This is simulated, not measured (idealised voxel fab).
Process module, titled voxel capacitor over wiring
This is section cut - it's 145 nm across, gridded in 5 nm square cells.
A cross-section is a grid of square cells, given in bands from the top down. A band is one or more rows of cells. In this notation a band is specified by the heights of its top and bottom, in that order and in nm, after which its materials appear from left to right, each paired with its width in nm. The word "everywhere" attached to a single material means that material fills the band from edge to edge; the word "blank" stands for empty space. Heights from 0 (as-received wafer is one material below). Bottom band endless downward, as "0 nm and below". The notation "30 to 40" denotes a width that varies across the rows of cells in the band, beginning at the first number in the top row, finishing at the second number in the bottom row, and changing by an identical amount from each row to the next. "changes: none" for a step: no cell of the cross-section changed in that step. For the entry "Enclosed void catalog", the listed items are empty spaces with no open way to the top whose size is 8 cells or more; each item follows the pattern width x height at distance, where distance is from the left edge and all three are in nm. Where a step's line continues beyond its settings, the continuation is a remark by the simulator itself on that step. overlay nm: how far to the right of its planned place the mask lay on this masked step (negative: to the left).
### Process steps foreseen in the plan
| 1 | RECEIVE,material Si |
| 2 | CONFORMAL_DEP,material SiO2,thk nm 15 |
| 3 | DIRECTIONAL_DEP,material TiN,thk nm 5 |
| 4 | DIRECTIONAL_DEP,material Ru,thk nm 15 |
| 5 | PATTERN,tone cover,mask id METAL_1,material resist,width nm 25,pitch nm 75,thk nm 20,overlay nm 0 |
| 6 | DIRECTIONAL_ETCH,etch materials Ru,depth nm 15 |
| 7 | DIRECTIONAL_ETCH,etch materials TiN,depth nm 5 |
| 8 | STRIP,etch materials resist |
| 9 | FILL_DEP,material SiO2,thk nm 10 |
| 10 | CMP,height nm 35 |
| 11 | CONFORMAL_DEP,material SiCN,thk nm 5 |
| 12 | DIRECTIONAL_DEP,material SiO2,thk nm 10 |
| 13 | DIRECTIONAL_DEP,material aC,thk nm 15 |
| 14 | PATTERN,tone open,mask id PLUG_1,material resist,width nm 15,thk nm 30,overlay nm 0 |
| 15 | DIRECTIONAL_ETCH,etch materials aC,depth nm 15 |
| 16 | STRIP,etch materials resist |
| 17 | DIRECTIONAL_ETCH,etch materials SiO2,depth nm 10 |
| 18 | DIRECTIONAL_ETCH,etch materials SiCN,depth nm 5 |
| 19 | STRIP,etch materials aC |
| 20 | CONFORMAL_DEP,material TiN,thk nm 5 |
| 21 | FILL_DEP,material W,thk nm 5 |
| 22 | CMP,height nm 50 |
| 23 | DIRECTIONAL_DEP,material TiN,thk nm 5 |
| 24 | DIRECTIONAL_DEP,material Al2O3,thk nm 5 |
| 25 | DIRECTIONAL_DEP,material TiN,thk nm 10 |
| 26 | DIRECTIONAL_DEP,material aC,thk nm 10 |
| 27 | PATTERN,tone cover,mask id UPPER_PLATE,material resist,width nm 55,thk nm 25,overlay nm 0 |
| 28 | DIRECTIONAL_ETCH,etch materials aC,depth nm 10 |
| 29 | STRIP,etch materials resist |
| 30 | DIRECTIONAL_ETCH,etch materials TiN,depth nm 10 |
| 31 | DIRECTIONAL_ETCH,etch materials Al2O3,depth nm 5 |
| 32 | STRIP,etch materials aC |
| 33 | PATTERN,tone cover,mask id LOWER_PLATE,material resist,width nm 65,thk nm 15,overlay nm 0 |
| 34 | DIRECTIONAL_ETCH,etch materials TiN,depth nm 5 |
| 35 | STRIP,etch materials resist |
| 36 | FILL_DEP,material SiO2,thk nm 20 |
| 37 | CMP,height nm 85 |
| 38 | PATTERN,tone open,mask id PLUG_2,material resist,width nm 15,thk nm 20,overlay nm 0 |
| 39 | DIRECTIONAL_ETCH,etch materials SiO2,depth nm 15 |
| 40 | STRIP,etch materials resist |
| 41 | CONFORMAL_DEP,material TiN,thk nm 5 |
| 42 | FILL_DEP,material Ru,thk nm 5 |
| 43 | CMP,height nm 85 |
| 44 | CONFORMAL_DEP,material SiN,thk nm 5 |
Every wafer here starts from the same state; it is the step 11 thk nm that distinguishes them, and the value the plan gives belongs to the first wafer.
### So this is the first of several wafers, cross-sectioned as it came to us, meaning it's at the end of step 1
> 0 nm and below: Si everywhere
> Enclosed void catalog: none
### Each row below is a wafer at the end of the module, listing for every material the number of cells it has gained (+) or lost (-) since it was received, followed by its closed voids
thk nm 5 | +11 Al2O3 | +32 Ru | +26 SiCN | +29 SiN | +363 SiO2 | +59 TiN | +2 W | Enclosed void catalog: none
thk nm 10 | +11 Al2O3 | +32 Ru | +55 SiCN | +29 SiN | +337 SiO2 | +57 TiN | +1 W | Enclosed void catalog: none
thk nm 15 | +11 Al2O3 | +32 Ru | +84 SiCN | +29 SiN | +311 SiO2 | +55 TiN | Enclosed void catalog: none
thk nm 20 | +11 Al2O3 | +32 Ru | +87 SiCN | +29 SiN | +311 SiO2 | +52 TiN | Enclosed void catalog: none
